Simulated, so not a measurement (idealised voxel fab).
Name of the process module below: voxel gate over fins
Cross-section cut spans 260 nm and uses square cells 5 nm in size.
Bands, listed from the top down, are how a cross-section gets written in this document; the cross-section itself is a grid of square cells, and a band is one or more rows of them.
A band entry consists of two parts. The first gives the height of the band's top and the height of its bottom, in nm. The rest lists the band's materials from left to right, each with its width in nm. A single material labelled with the word "full width" fills the band from edge to edge, and the word "air" marks empty space.
Counting heights begins at 0, where everything beneath is, in the wafer as received, one material. The lowest band has no bottom; it goes on downwards, as "0 nm and below" shows.
Per-row width for "30 to 40": begins at first number (top row of band), ends at second number (bottom row), increment between rows held constant.
"same as before" (step): cross-section cells unchanged, all of them.
Entry "Unvented voids". Content: empty spaces with no open connection to the top, size 8 cells or greater. Each: width x height at distance. Distance: from left edge. Unit: nm.
Formally, on a step line, whatever follows the settings is a remark that the simulator itself makes on the step.
What "overlay nm" on a step's line means: if the step has a mask, that mask lay this far to the right of its planned place, or, when the value is negative, to the left.

So here's the lineup of process steps we planned
| 1 | RECEIVE,material Si |
| 2 | CONFORMAL_DEP,material SiN,thk nm 5 |
| 3 | DIRECTIONAL_DEP,material aC,thk nm 15 |
| 4 | PATTERN,tone cover,mask id FINS,material resist,width nm 15,pitch nm 40,thk nm 30,overlay nm 0 |
| 5 | DIRECTIONAL_ETCH,etch materials aC,depth nm 15 |
| 6 | STRIP,etch materials resist |
| 7 | DIRECTIONAL_ETCH,etch materials SiN,depth nm 5 |
| 8 | DIRECTIONAL_ETCH,etch materials Si,depth nm 35 |
| 9 | STRIP,etch materials aC |
| 10 | OXIDIZE,depth nm 5 |
| 11 | FILL_DEP,material SiO2,thk nm 10 |
| 12 | CMP,height nm 5 |
| 13 | SELECTIVE_ETCH,etch materials SiO2,depth nm 15 |
| 14 | STRIP,etch materials SiN |
| 15 | CONFORMAL_DEP,material HfO2,thk nm 5 |
| 16 | CONFORMAL_DEP,material TiN,thk nm 5 |
| 17 | FILL_DEP,material W,thk nm 15 |
| 18 | CMP,height nm 20 |
| 19 | CONFORMAL_DEP,material SiCN,thk nm 10 |

Received-state cross-section, reflecting completion of step 1
    0 nm and below: Si full width
    Unvented voids: none

What the wafer looks like in cross-section after this module, when it starts as shown above and follows the plan above but one mistake is made in running it
    30 nm to 20 nm: SiCN full width
    20 nm to 10 nm: W full width
    10 nm to 5 nm: W (55)  TiN (30)  W (10)  TiN (30)  W (10)  TiN (30)  W (10)  TiN (30)  W (55)
    5 nm to 0 nm: W (55)  TiN (5)  HfO2 (20)  TiN (5)  W (10)  TiN (5)  HfO2 (20)  TiN (5)  W (10)  TiN (5)  HfO2 (20)  TiN (5)  W (10)  TiN (5)  HfO2 (20)  TiN (5)  W (55)
    0 nm to -5 nm: TiN (60)  HfO2 (5)  Si (10)  HfO2 (5)  TiN (20)  HfO2 (5)  Si (10)  HfO2 (5)  TiN (20)  HfO2 (5)  Si (10)  HfO2 (5)  TiN (20)  HfO2 (5)  Si (10)  HfO2 (5)  TiN (60)
    -5 nm to -10 nm: HfO2 (65)  Si (10)  HfO2 (30)  Si (10)  HfO2 (30)  Si (10)  HfO2 (30)  Si (10)  HfO2 (65)
    -10 nm to -40 nm: SiO2 (65)  Si (10)  SiO2 (30)  Si (10)  SiO2 (30)  Si (10)  SiO2 (30)  Si (10)  SiO2 (65)
    -40 nm and below: Si full width
    Unvented voids: none
The mistake made against the process plan was this: the process deviated at step 4: the operation and settings actually run there were PATTERN,tone cover,mask id FINS,material resist,width nm 20,pitch nm 40,thk nm 30,overlay nm 0
